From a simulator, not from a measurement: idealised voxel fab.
You're looking at the process module voxel transistor to metal.
Shown is cross-section cut, with a width of 205 nm and square cells of size 5 nm.
Think of the cross-section as a grid of square cells. We describe it in bands, top to bottom, and each band covers one or more rows of those cells.
It is stipulated that each band's entry specify, in nanometres, the height of the top of the band and then that of its bottom, followed by the materials of the band in left-to-right sequence, each together with its width in nanometres. A single material marked by the word "everywhere" is understood to fill the band from edge to edge; the word "air" is understood to denote empty space.
For the purposes of this specification, 0 denotes the height below which the wafer in its as-received condition is composed wholly of one material, and the lowermost band, lacking a lower limit, extends downward without end, as expressed in "0 down".
The width entry "30..40" should be interpreted row by row: the top row of cells in the band takes the first number, the bottom row takes the second number, and the change between adjacent rows is uniform throughout.
Any step labelled "no alteration" changed none of the cells in the cross-section.
The label "Fully closed voids" introduces a list of the empty spaces, 8 cells or larger, that have no open way up to the top; each entry in it reads width x height at distance, where the distance is taken from the left edge and all three are stated in nm.
Step line, after settings: the simulator's comment on this step.
A step's line can hold "overlay nm"; with a mask on that step, the setting says how far right of the planned place the mask lay, while a negative setting says it lay to the left.
### These are the steps we planned for the process
| 1 | op RECEIVE | material Si |
| 2 | op OXIDIZE | depth nm 5 |
| 3 | op CONFORMAL_DEP | material SiN | thk nm 10 |
| 4 | op DIRECTIONAL_DEP | material aC | thk nm 10 |
| 5 | op PATTERN | tone cover | mask id ACTIVE | material resist | width nm 100 | thk nm 25 | overlay nm 0 |
| 6 | op DIRECTIONAL_ETCH | etch materials aC | depth nm 10 |
| 7 | op STRIP | etch materials resist |
| 8 | op DIRECTIONAL_ETCH | etch materials SiN | depth nm 10 |
| 9 | op DIRECTIONAL_ETCH | etch materials SiO2 | depth nm 5 |
| 10 | op DIRECTIONAL_ETCH | etch materials Si | depth nm 35 |
| 11 | op STRIP | etch materials aC |
| 12 | op OXIDIZE | depth nm 5 |
| 13 | op FILL_DEP | material SiO2 | thk nm 5 |
| 14 | op CMP | height nm 10 |
| 15 | op SELECTIVE_ETCH | etch materials SiO2 | depth nm 10 |
| 16 | op STRIP | etch materials SiN |
| 17 | op SELECTIVE_ETCH | etch materials SiO2 | depth nm 5 |
| 18 | op OXIDIZE | depth nm 5 |
| 19 | op DIRECTIONAL_DEP | material polySi | thk nm 20 |
| 20 | op DIRECTIONAL_DEP | material SiCN | thk nm 15 |
| 21 | op PATTERN | tone cover | mask id GATE | material resist | width nm 30 | thk nm 15 | overlay nm 0 |
| 22 | op DIRECTIONAL_ETCH | etch materials SiCN | depth nm 25 |
| 23 | op DIRECTIONAL_ETCH | etch materials polySi | depth nm 30 |
| 24 | op STRIP | etch materials resist |
| 25 | op CONFORMAL_DEP | material SiN | thk nm 10 |
| 26 | op DIRECTIONAL_ETCH | etch materials SiN | depth nm 10 |
| 27 | op DIRECTIONAL_ETCH | etch materials SiO2 | depth nm 5 |
| 28 | op DIRECTIONAL_ETCH | etch materials Si | depth nm 10 |
| 29 | op EPI | material nSi | thk nm 15 |
| 30 | op FILL_DEP | material SiO2 | thk nm 5 |
| 31 | op CMP | height nm 15 |
| 32 | op STRIP | etch materials polySi |
| 33 | op SELECTIVE_ETCH | etch materials SiO2 | depth nm 5 |
| 34 | op CONFORMAL_DEP | material HfO2 | thk nm 5 |
| 35 | op CONFORMAL_DEP | material TiN | thk nm 5 |
| 36 | op FILL_DEP | material W | thk nm 5 |
| 37 | op CMP | height nm 10 |
| 38 | op DIRECTIONAL_DEP | material SiO2 | thk nm 10 |
| 39 | op PATTERN | tone open | mask id CONTACT | material resist | width nm 15 | pitch nm 75 | thk nm 20 | overlay nm 0 |
| 40 | op DIRECTIONAL_ETCH | etch materials SiO2 | depth nm 25 |
| 41 | op STRIP | etch materials resist |
| 42 | op CONFORMAL_DEP | material TiN | thk nm 5 |
| 43 | op FILL_DEP | material Ru | thk nm 10 |
| 44 | op CMP | height nm 20 |
| 45 | op DIRECTIONAL_DEP | material TiN | thk nm 5 |
| 46 | op DIRECTIONAL_DEP | material Ru | thk nm 20 |
| 47 | op DIRECTIONAL_DEP | material aC | thk nm 10 |
| 48 | op PATTERN | tone cover | mask id METAL_1 | material resist | width nm 15 | pitch nm 75 | thk nm 25 | overlay nm 0 |
| 49 | op DIRECTIONAL_ETCH | etch materials aC | depth nm 10 |
| 50 | op STRIP | etch materials resist |
| 51 | op DIRECTIONAL_ETCH | etch materials Ru | depth nm 20 |
| 52 | op DIRECTIONAL_ETCH | etch materials TiN | depth nm 5 |
| 53 | op STRIP | etch materials aC |
| 54 | op CONFORMAL_DEP | material SiN | thk nm 5 |
| 55 | op FILL_DEP | material lowk | thk nm 10 |
| 56 | op CMP | height nm 45 |
| 57 | op CONFORMAL_DEP | material SiCN | thk nm 5 |
| 58 | op DIRECTIONAL_DEP | material lowk | thk nm 30 |
| 59 | op PATTERN | tone open | mask id METAL_2 | material resist | width nm 15 | pitch nm 75 | thk nm 20 | overlay nm 0 |
| 60 | op DIRECTIONAL_ETCH | etch materials lowk | depth nm 15 |
| 61 | op STRIP | etch materials resist |
| 62 | op PATTERN | tone open | mask id METAL_2_HOLES | material resist | width nm 15 | pitch nm 75 | thk nm 20 | overlay nm 0 |
| 63 | op DIRECTIONAL_ETCH | etch materials lowk | depth nm 15 |
| 64 | op DIRECTIONAL_ETCH | etch materials SiCN | depth nm 5 |
| 65 | op STRIP | etch materials resist |
| 66 | op CONFORMAL_DEP | material TiN | thk nm 5 |
| 67 | op FILL_DEP | material Ru | thk nm 5 |
| 68 | op CMP | height nm 80 |
| 69 | op CONFORMAL_DEP | material SiN | thk nm 5 |
### Cross-section, incoming material, after step 1
0 down  Si everywhere
Fully closed voids: none
### As-planned run: cross-section of the first of two wafers at end of module
85 to 80  SiN everywhere
80 to 50  55 of lowk; 5 of TiN; 5 of Ru; 5 of TiN; 60 of lowk; 5 of TiN; 5 of Ru; 5 of TiN; 60 of lowk
50 to 45  55 of SiCN; 15 of TiN; 60 of SiCN; 15 of TiN; 60 of SiCN
45 to 25  50 of lowk; 5 of SiN; 15 of Ru; 5 of SiN; 50 of lowk; 5 of SiN; 15 of Ru; 5 of SiN; 55 of lowk
25 to 20  55 of SiN; 15 of TiN; 60 of SiN; 15 of TiN; 60 of SiN
20 to 10  55 of SiO2; 5 of TiN; 5 of Ru; 5 of TiN; 60 of SiO2; 5 of TiN; 5 of Ru; 5 of TiN; 60 of SiO2
10 to 5  55 of SiO2; 15 of TiN; 5 of SiO2; 10 of SiN; 5 of HfO2; 5 of TiN; 10 of W; 5 of TiN; 5 of HfO2; 10 of SiN; 5 of SiO2; 15 of TiN; 60 of SiO2
5 to 0  55 of SiO2; 5 of TiN; 15 of nSi; 10 of SiN; 5 of HfO2; 5 of TiN; 10 of W; 5 of TiN; 5 of HfO2; 10 of SiN; 15 of nSi; 5 of TiN; 60 of SiO2
0 to -5  55 of SiO2; 5 of TiN; 15 of nSi; 10 of SiN; 5 of HfO2; 20 of TiN; 5 of HfO2; 10 of SiN; 15 of nSi; 5 of TiN; 60 of SiO2
-5 to -10  50 of SiO2; 25 of nSi; 5 of SiO2; 40 of HfO2; 5 of SiO2; 25 of nSi; 55 of SiO2
-10 to -20  55 of SiO2; 20 of nSi; 50 of Si; 20 of nSi; 60 of SiO2
-20 to -45  55 of SiO2; 90 of Si; 60 of SiO2
-45 down  Si everywhere
Fully closed voids: none
### Same start, same plan as the first wafer - but one mistake in the run. Cross-section of the second of the two at the end of the module
85 to 80  SiN everywhere
80 to 50  55 of lowk; 5 of TiN; 5 of Ru; 5 of TiN; 60 of lowk; 5 of TiN; 5 of Ru; 5 of TiN; 60 of lowk
50 to 45  55 of SiCN; 15 of TiN; 60 of SiCN; 15 of TiN; 60 of SiCN
45 to 25  50 of lowk; 5 of SiN; 15 of Ru; 5 of SiN; 50 of lowk; 5 of SiN; 15 of Ru; 5 of SiN; 55 of lowk
25 to 20  55 of SiN; 15 of TiN; 60 of SiN; 15 of TiN; 60 of SiN
20 to 15  55 of SiO2; 5 of TiN; 5 of Ru; 5 of TiN; 60 of SiO2; 5 of TiN; 5 of Ru; 5 of TiN; 60 of SiO2
15 to 10  55 of SiO2; 15 of TiN; 60 of SiO2; 15 of TiN; 60 of SiO2
10 to 5  75 of W; 5 of TiN; 5 of HfO2; 10 of SiN; 10 of SiO2; 10 of SiN; 5 of HfO2; 5 of TiN; 80 of W
5 to 0  75 of W; 5 of TiN; 5 of HfO2; 10 of SiN; 10 of nSi; 10 of SiN; 5 of HfO2; 5 of TiN; 80 of W
0 to -5  80 of TiN; 5 of HfO2; 10 of SiN; 10 of nSi; 10 of SiN; 5 of HfO2; 85 of TiN
-5 to -10  90 of HfO2; 5 of SiO2; 10 of nSi; 5 of SiO2; 95 of HfO2
-10 to -20  55 of SiO2; 40 of Si; 10 of nSi; 40 of Si; 60 of SiO2
-20 to -45  55 of SiO2; 90 of Si; 60 of SiO2
-45 down  Si everywhere
Fully closed voids: none
What broke from the plan during processing? step 21 ran as: op PATTERN | tone open | mask id GATE | material resist | width nm 30 | thk nm 15 | overlay nm 0
Cell-count delta at end, second wafer over first, by material: +29 HfO2 | -2 Ru | +12 Si | -90 SiO2 | +21 TiN | +58 W | -28 nSi
